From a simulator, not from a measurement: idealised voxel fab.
process module | voxel transistor to metal
cross-section cut | 205 nm wide | cells 5 nm
A cross-section is a grid of square cells, given in bands from the top down. A band is one or more rows of cells.
Each band's line starts with the height of the band's top and of its bottom, in nm. Then come its materials from left to right, each with its width in nm. One material with "throughout" fills the band from edge to edge. "air" is empty space.
Height 0 is the level under which the wafer as received is all one material. The lowest band goes on downwards, as in "0 down".
A width such as "30 to 40" changes by the same amount from each row of cells to the next, from the band's top row to its bottom row.
"no change" after a step means that no cell of the cross-section changed.
closed voids: empty space of 8 cells or more with no open way to the top, each as width x height at its distance from the left edge, in nm
after a step's settings: what the simulator itself notes on the step
overlay nm, on a step with a mask: how far to the right of its planned place the mask lay; to the left if negative
plan
1 op RECEIVE | material Si
2 op OXIDIZE | depth nm 5
3 op CONFORMAL_DEP | material SiN | thk nm 15
4 op DIRECTIONAL_DEP | material aC | thk nm 10
5 op PATTERN | tone cover | mask id ACTIVE | material resist | width nm 105 | thk nm 30 | overlay nm 0
6 op DIRECTIONAL_ETCH | etch materials aC | depth nm 10
7 op STRIP | etch materials resist
8 op DIRECTIONAL_ETCH | etch materials SiN | depth nm 15
9 op DIRECTIONAL_ETCH | etch materials SiO2 | depth nm 5
10 op DIRECTIONAL_ETCH | etch materials Si | depth nm 35
11 op STRIP | etch materials aC
12 op FILL_DEP | material SiO2 | thk nm 15
13 op CMP | height nm 15
14 op SELECTIVE_ETCH | etch materials SiO2 | depth nm 5
15 op STRIP | etch materials SiN
16 op SELECTIVE_ETCH | etch materials SiO2 | depth nm 5
17 op OXIDIZE | depth nm 5
18 op DIRECTIONAL_DEP | material polySi | thk nm 25
19 op DIRECTIONAL_DEP | material SiCN | thk nm 15
20 op MASKED_ETCH | tone cover | mask id GATE | width nm 25 | etch materials SiCN | depth nm 25 | overlay nm 0
21 op MASKED_ETCH | tone cover | mask id GATE | width nm 25 | etch materials polySi | depth nm 35 | overlay nm 0
22 op CONFORMAL_DEP | material SiN | thk nm 5
23 op DIRECTIONAL_ETCH | etch materials SiN | depth nm 5
24 op DIRECTIONAL_ETCH | etch materials SiO2 | depth nm 5
25 op EPI | material SiGe | thk nm 5
26 op FILL_DEP | material SiO2 | thk nm 5
27 op CMP | height nm 35
28 op DIRECTIONAL_DEP | material SiO2 | thk nm 10
29 op MASKED_ETCH | tone open | mask id CONTACT | width nm 30 | pitch nm 65 | etch materials SiO2 | depth nm 50 | overlay nm 0
30 op CONFORMAL_DEP | material TiN | thk nm 5
31 op FILL_DEP | material W | thk nm 5
32 op CMP | height nm 45
33 op DIRECTIONAL_DEP | material TiN | thk nm 5
34 op DIRECTIONAL_DEP | material W | thk nm 25
35 op MASKED_ETCH | tone cover | mask id METAL_1 | width nm 15 | pitch nm 80 | etch materials W | depth nm 25 | overlay nm 0
36 op MASKED_ETCH | tone cover | mask id METAL_1 | width nm 15 | pitch nm 80 | etch materials TiN | depth nm 5 | overlay nm 0
37 op FILL_DEP | material lowk | thk nm 5
38 op CMP | height nm 75
39 op CONFORMAL_DEP | material SiCN | thk nm 5
40 op DIRECTIONAL_DEP | material lowk | thk nm 25
41 op DIRECTIONAL_DEP | material aC | thk nm 15
42 op PATTERN | tone open | mask id METAL_2 | material resist | width nm 15 | pitch nm 80 | thk nm 30 | overlay nm 0
43 op DIRECTIONAL_ETCH | etch materials aC | depth nm 15
44 op STRIP | etch materials resist
45 op DIRECTIONAL_ETCH | etch materials lowk | depth nm 15
46 op STRIP | etch materials aC
47 op DIRECTIONAL_DEP | material aC | thk nm 10
48 op PATTERN | tone open | mask id METAL_2_HOLES | material resist | width nm 15 | pitch nm 80 | thk nm 30 | overlay nm 0
49 op DIRECTIONAL_ETCH | etch materials aC | depth nm 10
50 op STRIP | etch materials resist
51 op DIRECTIONAL_ETCH | etch materials lowk | depth nm 10
52 op DIRECTIONAL_ETCH | etch materials SiCN | depth nm 5
53 op STRIP | etch materials aC
54 op CONFORMAL_DEP | material TiN | thk nm 5
55 op FILL_DEP | material Cu | thk nm 5
56 op CMP | height nm 105
57 op CONFORMAL_DEP | material SiCN | thk nm 5
first wafer, as planned
as received, after step 1
  0 down: Si throughout
  closed voids: none
after step 2
  0 to -5: SiO2 throughout
  below -5: unchanged
after step 3
  15 to 0: SiN throughout
  below 0: unchanged
after step 4
  25 to 15: aC throughout
  below 15: unchanged
after step 5
  55 to 25: air 50 | resist 105 | air 50
  below 25: unchanged
after step 6
  45 to 25: air 50 | resist 105 | air 50
  25 to 15: air 50 | aC 105 | air 50
  below 15: unchanged
after step 7
  25 to 15: air 50 | aC 105 | air 50
  below 15: unchanged
after step 8
  25 to 15: air 50 | aC 105 | air 50
  15 to 0: air 50 | SiN 105 | air 50
  below 0: unchanged
after step 9
  25 to 15: air 50 | aC 105 | air 50
  15 to 0: air 50 | SiN 105 | air 50
  0 to -5: air 50 | SiO2 105 | air 50
  below -5: unchanged
after step 10
  25 to 15: air 50 | aC 105 | air 50
  15 to 0: air 50 | SiN 105 | air 50
  0 to -5: air 50 | SiO2 105 | air 50
  -5 to -40: air 50 | Si 105 | air 50
  below -40: unchanged
after step 11
  15 to 0: air 50 | SiN 105 | air 50
  below 0: unchanged
after step 12
  30 to 15: SiO2 throughout
  15 to 0: SiO2 50 | SiN 105 | SiO2 50
  0 to -5: SiO2 throughout
  -5 to -40: SiO2 50 | Si 105 | SiO2 50
  below -40: unchanged
after step 13
  15 to 0: SiO2 50 | SiN 105 | SiO2 50
  below 0: unchanged
after step 14
  15 to 10: air 50 | SiN 105 | air 50
  below 10: unchanged
after step 15
  10 to 0: SiO2 50 | air 105 | SiO2 50
  below 0: unchanged
after step 16
  5 to -5: SiO2 45 | air 115 | SiO2 45
  below -5: unchanged
after step 17
  5 to -5: SiO2 45 | air 115 | SiO2 45
  -5 to -10: SiO2 throughout
  below -10: unchanged
after step 18
  30 to 20: polySi 45 | air 115 | polySi 45
  20 to 5: polySi throughout
  5 to -5: SiO2 45 | polySi 115 | SiO2 45
  below -5: unchanged
after step 19
  45 to 35: SiCN 45 | air 115 | SiCN 45
  35 to 30: SiCN throughout
  30 to 20: polySi 45 | SiCN 115 | polySi 45
  below 20: unchanged
after step 20
  35 to 30: air 90 | SiCN 25 | air 90
  30 to 20: polySi 45 | air 45 | SiCN 25 | air 45 | polySi 45
  below 20: unchanged
after step 21
  35 to 20: air 90 | SiCN 25 | air 90
  20 to 5: air 90 | polySi 25 | air 90
  5 to -5: SiO2 45 | air 45 | polySi 25 | air 45 | SiO2 45
  below -5: unchanged
after step 22
  40 to 35: air 85 | SiN 35 | air 85
  35 to 20: air 85 | SiN 5 | SiCN 25 | SiN 5 | air 85
  20 to 10: air 85 | SiN 5 | polySi 25 | SiN 5 | air 85
  10 to 5: SiN 50 | air 35 | SiN 5 | polySi 25 | SiN 5 | air 35 | SiN 50
  5 to 0: SiO2 45 | SiN 5 | air 35 | SiN 5 | polySi 25 | SiN 5 | air 35 | SiN 5 | SiO2 45
  0 to -5: SiO2 45 | SiN 45 | polySi 25 | SiN 45 | SiO2 45
  below -5: unchanged
after step 23
  35 to 20: air 85 | SiN 5 | SiCN 25 | SiN 5 | air 85
  20 to 5: air 85 | SiN 5 | polySi 25 | SiN 5 | air 85
  5 to -5: SiO2 45 | SiN 5 | air 35 | SiN 5 | polySi 25 | SiN 5 | air 35 | SiN 5 | SiO2 45
  below -5: unchanged
after step 24
  35 to 20: air 85 | SiN 5 | SiCN 25 | SiN 5 | air 85
  20 to 5: air 85 | SiN 5 | polySi 25 | SiN 5 | air 85
  5 to 0: air 45 | SiN 5 | air 35 | SiN 5 | polySi 25 | SiN 5 | air 35 | SiN 5 | air 45
  0 to -5: SiO2 45 | SiN 5 | air 35 | SiN 5 | polySi 25 | SiN 5 | air 35 | SiN 5 | SiO2 45
  -5 to -10: SiO2 50 | air 35 | SiO2 35 | air 35 | SiO2 50
  below -10: unchanged
after step 25
  35 to 20: air 85 | SiN 5 | SiCN 25 | SiN 5 | air 85
  20 to 5: air 85 | SiN 5 | polySi 25 | SiN 5 | air 85
  5 to 0: air 45 | SiN 5 | air 35 | SiN 5 | polySi 25 | SiN 5 | air 35 | SiN 5 | air 45
  0 to -5: SiO2 45 | SiN 5 | air 35 | SiN 5 | polySi 25 | SiN 5 | air 35 | SiN 5 | SiO2 45
  -5 to -10: SiO2 50 | SiGe 35 | SiO2 35 | SiGe 35 | SiO2 50
  below -10: unchanged
after step 26
  40 to 35: SiO2 throughout
  35 to 20: SiO2 85 | SiN 5 | SiCN 25 | SiN 5 | SiO2 85
  20 to 5: SiO2 85 | SiN 5 | polySi 25 | SiN 5 | SiO2 85
  5 to -5: SiO2 45 | SiN 5 | SiO2 35 | SiN 5 | polySi 25 | SiN 5 | SiO2 35 | SiN 5 | SiO2 45
  below -5: unchanged
after step 27
  35 to 20: SiO2 85 | SiN 5 | SiCN 25 | SiN 5 | SiO2 85
  below 20: unchanged
after step 28
  45 to 35: SiO2 throughout
  below 35: unchanged
after step 29
  45 to 35: SiO2 55 | air 30 | SiO2 35 | air 30 | SiO2 55
  35 to 20: SiO2 55 | air 30 | SiN 5 | SiCN 25 | SiN 5 | air 30 | SiO2 55
  20 to 5: SiO2 55 | air 30 | SiN 5 | polySi 25 | SiN 5 | air 30 | SiO2 55
  5 to -5: SiO2 45 | SiN 5 | SiO2 5 | air 30 | SiN 5 | polySi 25 | SiN 5 | air 30 | SiO2 5 | SiN 5 | SiO2 45
  below -5: unchanged
after step 30
  50 to 45: TiN 60 | air 20 | TiN 45 | air 20 | TiN 60
  45 to 35: SiO2 55 | TiN 5 | air 20 | TiN 5 | SiO2 35 | TiN 5 | air 20 | TiN 5 | SiO2 55
  35 to 20: SiO2 55 | TiN 5 | air 20 | TiN 5 | SiN 5 | SiCN 25 | SiN 5 | TiN 5 | air 20 | TiN 5 | SiO2 55
  20 to 5: SiO2 55 | TiN 5 | air 20 | TiN 5 | SiN 5 | polySi 25 | SiN 5 | TiN 5 | air 20 | TiN 5 | SiO2 55
  5 to 0: SiO2 45 | SiN 5 | SiO2 5 | TiN 5 | air 20 | TiN 5 | SiN 5 | polySi 25 | SiN 5 | TiN 5 | air 20 | TiN 5 | SiO2 5 | SiN 5 | SiO2 45
  0 to -5: SiO2 45 | SiN 5 | SiO2 5 | TiN 30 | SiN 5 | polySi 25 | SiN 5 | TiN 30 | SiO2 5 | SiN 5 | SiO2 45
  below -5: unchanged
after step 31
  55 to 50: W throughout
  50 to 45: TiN 60 | W 20 | TiN 45 | W 20 | TiN 60
  45 to 35: SiO2 55 | TiN 5 | W 20 | TiN 5 | SiO2 35 | TiN 5 | W 20 | TiN 5 | SiO2 55
  35 to 20: SiO2 55 | TiN 5 | W 20 | TiN 5 | SiN 5 | SiCN 25 | SiN 5 | TiN 5 | W 20 | TiN 5 | SiO2 55
  20 to 5: SiO2 55 | TiN 5 | W 20 | TiN 5 | SiN 5 | polySi 25 | SiN 5 | TiN 5 | W 20 | TiN 5 | SiO2 55
  5 to 0: SiO2 45 | SiN 5 | SiO2 5 | TiN 5 | W 20 | TiN 5 | SiN 5 | polySi 25 | SiN 5 | TiN 5 | W 20 | TiN 5 | SiO2 5 | SiN 5 | SiO2 45
  below 0: unchanged
after step 32
  45 to 35: SiO2 55 | TiN 5 | W 20 | TiN 5 | SiO2 35 | TiN 5 | W 20 | TiN 5 | SiO2 55
  below 35: unchanged
after step 33
  50 to 45: TiN throughout
  below 45: unchanged
after step 34
  75 to 50: W throughout
  below 50: unchanged
after step 35
  75 to 50: air 55 | W 15 | air 65 | W 15 | air 55
  below 50: unchanged
after step 36
  75 to 50: air 55 | W 15 | air 65 | W 15 | air 55
  50 to 45: air 55 | TiN 15 | air 65 | TiN 15 | air 55
  below 45: unchanged
after step 37
  80 to 75: lowk throughout
  75 to 50: lowk 55 | W 15 | lowk 65 | W 15 | lowk 55
  50 to 45: lowk 55 | TiN 15 | lowk 65 | TiN 15 | lowk 55
  below 45: unchanged
after step 38
  75 to 50: lowk 55 | W 15 | lowk 65 | W 15 | lowk 55
  below 50: unchanged
after step 39
  80 to 75: SiCN throughout
  below 75: unchanged
after step 40
  105 to 80: lowk throughout
  below 80: unchanged
after step 41
  120 to 105: aC throughout
  below 105: unchanged
after step 42
  150 to 120: resist 55 | air 15 | resist 65 | air 15 | resist 55
  below 120: unchanged
after step 43
  135 to 120: resist 55 | air 15 | resist 65 | air 15 | resist 55
  120 to 105: aC 55 | air 15 | aC 65 | air 15 | aC 55
  below 105: unchanged
after step 44
  120 to 105: aC 55 | air 15 | aC 65 | air 15 | aC 55
  below 105: unchanged
after step 45
  120 to 105: aC 55 | air 15 | aC 65 | air 15 | aC 55
  105 to 90: lowk 55 | air 15 | lowk 65 | air 15 | lowk 55
  below 90: unchanged
after step 46
  105 to 90: lowk 55 | air 15 | lowk 65 | air 15 | lowk 55
  below 90: unchanged
after step 47
  115 to 105: aC 55 | air 15 | aC 65 | air 15 | aC 55
  105 to 100: lowk 55 | air 15 | lowk 65 | air 15 | lowk 55
  100 to 90: lowk 55 | aC 15 | lowk 65 | aC 15 | lowk 55
  below 90: unchanged
after step 48
  145 to 115: resist 55 | air 15 | resist 65 | air 15 | resist 55
  below 115: unchanged
after step 49
  135 to 115: resist 55 | air 15 | resist 65 | air 15 | resist 55
  115 to 105: aC 55 | air 15 | aC 65 | air 15 | aC 55
  105 to 90: lowk 55 | air 15 | lowk 65 | air 15 | lowk 55
  below 90: unchanged
after step 50
  115 to 105: aC 55 | air 15 | aC 65 | air 15 | aC 55
  below 105: unchanged
after step 51
  115 to 105: aC 55 | air 15 | aC 65 | air 15 | aC 55
  105 to 80: lowk 55 | air 15 | lowk 65 | air 15 | lowk 55
  below 80: unchanged
after step 52
  115 to 105: aC 55 | air 15 | aC 65 | air 15 | aC 55
  105 to 80: lowk 55 | air 15 | lowk 65 | air 15 | lowk 55
  80 to 75: SiCN 55 | air 15 | SiCN 65 | air 15 | SiCN 55
  below 75: unchanged
after step 53
  105 to 80: lowk 55 | air 15 | lowk 65 | air 15 | lowk 55
  below 80: unchanged
after step 54
  110 to 105: TiN 60 | air 5 | TiN 75 | air 5 | TiN 60
  105 to 80: lowk 55 | TiN 5 | air 5 | TiN 5 | lowk 65 | TiN 5 | air 5 | TiN 5 | lowk 55
  80 to 75: SiCN 55 | TiN 15 | SiCN 65 | TiN 15 | SiCN 55
  below 75: unchanged
after step 55
  115 to 110: Cu throughout
  110 to 105: TiN 60 | Cu 5 | TiN 75 | Cu 5 | TiN 60
  105 to 80: lowk 55 | TiN 5 | Cu 5 | TiN 5 | lowk 65 | TiN 5 | Cu 5 | TiN 5 | lowk 55
  below 80: unchanged
after step 56
  105 to 80: lowk 55 | TiN 5 | Cu 5 | TiN 5 | lowk 65 | TiN 5 | Cu 5 | TiN 5 | lowk 55
  below 80: unchanged
after step 57
  110 to 105: SiCN throughout
  below 105: unchanged
second wafer: like start, like plan, one mistake. Through step 4 it matches the first wafer
when step 5 should have ended
  55 to 25: air 60 | resist 105 | air 40
  below 25: unchanged
when step 6 should have ended
  45 to 25: air 60 | resist 105 | air 40
  25 to 15: air 60 | aC 105 | air 40
  below 15: unchanged
when step 7 should have ended
  25 to 15: air 60 | aC 105 | air 40
  below 15: unchanged
when step 8 should have ended
  25 to 15: air 60 | aC 105 | air 40
  15 to 0: air 60 | SiN 105 | air 40
  below 0: unchanged
when step 9 should have ended
  25 to 15: air 60 | aC 105 | air 40
  15 to 0: air 60 | SiN 105 | air 40
  0 to -5: air 60 | SiO2 105 | air 40
  below -5: unchanged
when step 10 should have ended
  25 to 15: air 60 | aC 105 | air 40
  15 to 0: air 60 | SiN 105 | air 40
  0 to -5: air 60 | SiO2 105 | air 40
  -5 to -40: air 60 | Si 105 | air 40
  below -40: unchanged
when step 11 should have ended
  15 to 0: air 60 | SiN 105 | air 40
  below 0: unchanged
when step 12 should have ended
  30 to 15: SiO2 throughout
  15 to 0: SiO2 60 | SiN 105 | SiO2 40
  0 to -5: SiO2 throughout
  -5 to -40: SiO2 60 | Si 105 | SiO2 40
  below -40: unchanged
when step 13 should have ended
  15 to 0: SiO2 60 | SiN 105 | SiO2 40
  below 0: unchanged
when step 14 should have ended
  15 to 10: air 60 | SiN 105 | air 40
  below 10: unchanged
when step 15 should have ended
  10 to 0: SiO2 60 | air 105 | SiO2 40
  below 0: unchanged
when step 16 should have ended
  5 to -5: SiO2 55 | air 115 | SiO2 35
  below -5: unchanged
when step 17 should have ended
  5 to -5: SiO2 55 | air 115 | SiO2 35
  -5 to -10: SiO2 throughout
  below -10: unchanged
when step 18 should have ended
  30 to 20: polySi 55 | air 115 | polySi 35
  20 to 5: polySi throughout
  5 to -5: SiO2 55 | polySi 115 | SiO2 35
  below -5: unchanged
when step 19 should have ended
  45 to 35: SiCN 55 | air 115 | SiCN 35
  35 to 30: SiCN throughout
  30 to 20: polySi 55 | SiCN 115 | polySi 35
  below 20: unchanged
when step 20 should have ended
  35 to 30: air 90 | SiCN 25 | air 90
  30 to 20: polySi 55 | air 35 | SiCN 25 | air 55 | polySi 35
  below 20: unchanged
when step 21 should have ended
  35 to 20: air 90 | SiCN 25 | air 90
  20 to 5: air 90 | polySi 25 | air 90
  5 to -5: SiO2 55 | air 35 | polySi 25 | air 55 | SiO2 35
  below -5: unchanged
when step 22 should have ended
  40 to 35: air 85 | SiN 35 | air 85
  35 to 20: air 85 | SiN 5 | SiCN 25 | SiN 5 | air 85
  20 to 10: air 85 | SiN 5 | polySi 25 | SiN 5 | air 85
  10 to 5: SiN 60 | air 25 | SiN 5 | polySi 25 | SiN 5 | air 45 | SiN 40
  5 to 0: SiO2 55 | SiN 5 | air 25 | SiN 5 | polySi 25 | SiN 5 | air 45 | SiN 5 | SiO2 35
  0 to -5: SiO2 55 | SiN 35 | polySi 25 | SiN 55 | SiO2 35
  below -5: unchanged
when step 23 should have ended
  35 to 20: air 85 | SiN 5 | SiCN 25 | SiN 5 | air 85
  20 to 5: air 85 | SiN 5 | polySi 25 | SiN 5 | air 85
  5 to -5: SiO2 55 | SiN 5 | air 25 | SiN 5 | polySi 25 | SiN 5 | air 45 | SiN 5 | SiO2 35
  below -5: unchanged
when step 24 should have ended
  35 to 20: air 85 | SiN 5 | SiCN 25 | SiN 5 | air 85
  20 to 5: air 85 | SiN 5 | polySi 25 | SiN 5 | air 85
  5 to 0: air 55 | SiN 5 | air 25 | SiN 5 | polySi 25 | SiN 5 | air 45 | SiN 5 | air 35
  0 to -5: SiO2 55 | SiN 5 | air 25 | SiN 5 | polySi 25 | SiN 5 | air 45 | SiN 5 | SiO2 35
  -5 to -10: SiO2 60 | air 25 | SiO2 35 | air 45 | SiO2 40
  below -10: unchanged
when step 25 should have ended
  35 to 20: air 85 | SiN 5 | SiCN 25 | SiN 5 | air 85
  20 to 5: air 85 | SiN 5 | polySi 25 | SiN 5 | air 85
  5 to 0: air 55 | SiN 5 | air 25 | SiN 5 | polySi 25 | SiN 5 | air 45 | SiN 5 | air 35
  0 to -5: SiO2 55 | SiN 5 | air 25 | SiN 5 | polySi 25 | SiN 5 | air 45 | SiN 5 | SiO2 35
  -5 to -10: SiO2 60 | SiGe 25 | SiO2 35 | SiGe 45 | SiO2 40
  below -10: unchanged
when step 26 should have ended
  40 to 35: SiO2 throughout
  35 to 20: SiO2 85 | SiN 5 | SiCN 25 | SiN 5 | SiO2 85
  20 to 5: SiO2 85 | SiN 5 | polySi 25 | SiN 5 | SiO2 85
  5 to -5: SiO2 55 | SiN 5 | SiO2 25 | SiN 5 | polySi 25 | SiN 5 | SiO2 45 | SiN 5 | SiO2 35
  below -5: unchanged
when step 27 should have ended
  35 to 20: SiO2 85 | SiN 5 | SiCN 25 | SiN 5 | SiO2 85
  below 20: unchanged
when step 28 should have ended
  45 to 35: SiO2 throughout
  below 35: unchanged
when step 29 should have ended
  45 to 35: SiO2 55 | air 30 | SiO2 35 | air 30 | SiO2 55
  35 to 20: SiO2 55 | air 30 | SiN 5 | SiCN 25 | SiN 5 | air 30 | SiO2 55
  20 to 5: SiO2 55 | air 30 | SiN 5 | polySi 25 | SiN 5 | air 30 | SiO2 55
  5 to -5: SiO2 55 | SiN 5 | air 25 | SiN 5 | polySi 25 | SiN 5 | air 30 | SiO2 15 | SiN 5 | SiO2 35
  below -5: unchanged
when step 30 should have ended
  50 to 45: TiN 60 | air 20 | TiN 45 | air 20 | TiN 60
  45 to 35: SiO2 55 | TiN 5 | air 20 | TiN 5 | SiO2 35 | TiN 5 | air 20 | TiN 5 | SiO2 55
  35 to 20: SiO2 55 | TiN 5 | air 20 | TiN 5 | SiN 5 | SiCN 25 | SiN 5 | TiN 5 | air 20 | TiN 5 | SiO2 55
  20 to 10: SiO2 55 | TiN 5 | air 20 | TiN 5 | SiN 5 | polySi 25 | SiN 5 | TiN 5 | air 20 | TiN 5 | SiO2 55
  10 to 5: SiO2 55 | TiN 10 | air 15 | TiN 5 | SiN 5 | polySi 25 | SiN 5 | TiN 5 | air 20 | TiN 5 | SiO2 55
  5 to 0: SiO2 55 | SiN 5 | TiN 5 | air 15 | TiN 5 | SiN 5 | polySi 25 | SiN 5 | TiN 5 | air 20 | TiN 5 | SiO2 15 | SiN 5 | SiO2 35
  0 to -5: SiO2 55 | SiN 5 | TiN 25 | SiN 5 | polySi 25 | SiN 5 | TiN 30 | SiO2 15 | SiN 5 | SiO2 35
  below -5: unchanged
when step 31 should have ended
  55 to 50: W throughout
  50 to 45: TiN 60 | W 20 | TiN 45 | W 20 | TiN 60
  45 to 35: SiO2 55 | TiN 5 | W 20 | TiN 5 | SiO2 35 | TiN 5 | W 20 | TiN 5 | SiO2 55
  35 to 20: SiO2 55 | TiN 5 | W 20 | TiN 5 | SiN 5 | SiCN 25 | SiN 5 | TiN 5 | W 20 | TiN 5 | SiO2 55
  20 to 10: SiO2 55 | TiN 5 | W 20 | TiN 5 | SiN 5 | polySi 25 | SiN 5 | TiN 5 | W 20 | TiN 5 | SiO2 55
  10 to 5: SiO2 55 | TiN 10 | W 15 | TiN 5 | SiN 5 | polySi 25 | SiN 5 | TiN 5 | W 20 | TiN 5 | SiO2 55
  5 to 0: SiO2 55 | SiN 5 | TiN 5 | W 15 | TiN 5 | SiN 5 | polySi 25 | SiN 5 | TiN 5 | W 20 | TiN 5 | SiO2 15 | SiN 5 | SiO2 35
  below 0: unchanged
when step 32 should have ended
  45 to 35: SiO2 55 | TiN 5 | W 20 | TiN 5 | SiO2 35 | TiN 5 | W 20 | TiN 5 | SiO2 55
  below 35: unchanged
when step 33 should have ended
  50 to 45: TiN throughout
  below 45: unchanged
when step 34 should have ended
  75 to 50: W throughout
  below 50: unchanged
when step 35 should have ended
  75 to 50: air 55 | W 15 | air 65 | W 15 | air 55
  below 50: unchanged
when step 36 should have ended
  75 to 50: air 55 | W 15 | air 65 | W 15 | air 55
  50 to 45: air 55 | TiN 15 | air 65 | TiN 15 | air 55
  below 45: unchanged
when step 37 should have ended
  80 to 75: lowk throughout
  75 to 50: lowk 55 | W 15 | lowk 65 | W 15 | lowk 55
  50 to 45: lowk 55 | TiN 15 | lowk 65 | TiN 15 | lowk 55
  below 45: unchanged
when step 38 should have ended
  75 to 50: lowk 55 | W 15 | lowk 65 | W 15 | lowk 55
  below 50: unchanged
when step 39 should have ended
  80 to 75: SiCN throughout
  below 75: unchanged
when step 40 should have ended
  105 to 80: lowk throughout
  below 80: unchanged
when step 41 should have ended
  120 to 105: aC throughout
  below 105: unchanged
when step 42 should have ended
  150 to 120: resist 55 | air 15 | resist 65 | air 15 | resist 55
  below 120: unchanged
when step 43 should have ended
  135 to 120: resist 55 | air 15 | resist 65 | air 15 | resist 55
  120 to 105: aC 55 | air 15 | aC 65 | air 15 | aC 55
  below 105: unchanged
when step 44 should have ended
  120 to 105: aC 55 | air 15 | aC 65 | air 15 | aC 55
  below 105: unchanged
when step 45 should have ended
  120 to 105: aC 55 | air 15 | aC 65 | air 15 | aC 55
  105 to 90: lowk 55 | air 15 | lowk 65 | air 15 | lowk 55
  below 90: unchanged
when step 46 should have ended
  105 to 90: lowk 55 | air 15 | lowk 65 | air 15 | lowk 55
  below 90: unchanged
when step 47 should have ended
  115 to 105: aC 55 | air 15 | aC 65 | air 15 | aC 55
  105 to 100: lowk 55 | air 15 | lowk 65 | air 15 | lowk 55
  100 to 90: lowk 55 | aC 15 | lowk 65 | aC 15 | lowk 55
  below 90: unchanged
when step 48 should have ended
  145 to 115: resist 55 | air 15 | resist 65 | air 15 | resist 55
  below 115: unchanged
when step 49 should have ended
  135 to 115: resist 55 | air 15 | resist 65 | air 15 | resist 55
  115 to 105: aC 55 | air 15 | aC 65 | air 15 | aC 55
  105 to 90: lowk 55 | air 15 | lowk 65 | air 15 | lowk 55
  below 90: unchanged
when step 50 should have ended
  115 to 105: aC 55 | air 15 | aC 65 | air 15 | aC 55
  below 105: unchanged
when step 51 should have ended
  115 to 105: aC 55 | air 15 | aC 65 | air 15 | aC 55
  105 to 80: lowk 55 | air 15 | lowk 65 | air 15 | lowk 55
  below 80: unchanged
when step 52 should have ended
  115 to 105: aC 55 | air 15 | aC 65 | air 15 | aC 55
  105 to 80: lowk 55 | air 15 | lowk 65 | air 15 | lowk 55
  80 to 75: SiCN 55 | air 15 | SiCN 65 | air 15 | SiCN 55
  below 75: unchanged
when step 53 should have ended
  105 to 80: lowk 55 | air 15 | lowk 65 | air 15 | lowk 55
  below 80: unchanged
when step 54 should have ended
  110 to 105: TiN 60 | air 5 | TiN 75 | air 5 | TiN 60
  105 to 80: lowk 55 | TiN 5 | air 5 | TiN 5 | lowk 65 | TiN 5 | air 5 | TiN 5 | lowk 55
  80 to 75: SiCN 55 | TiN 15 | SiCN 65 | TiN 15 | SiCN 55
  below 75: unchanged
when step 55 should have ended
  115 to 110: Cu throughout
  110 to 105: TiN 60 | Cu 5 | TiN 75 | Cu 5 | TiN 60
  105 to 80: lowk 55 | TiN 5 | Cu 5 | TiN 5 | lowk 65 | TiN 5 | Cu 5 | TiN 5 | lowk 55
  below 80: unchanged
when step 56 should have ended
  105 to 80: lowk 55 | TiN 5 | Cu 5 | TiN 5 | lowk 65 | TiN 5 | Cu 5 | TiN 5 | lowk 55
  below 80: unchanged
when step 57 should have ended
  110 to 105: SiCN throughout
  below 105: unchanged
what went wrong: step 5 ran as: op PATTERN | tone cover | mask id ACTIVE | material resist | width nm 105 | thk nm 30 | overlay nm 10
at the end the second wafer has, in cells: 2 more of SiO2 | 2 fewer of W
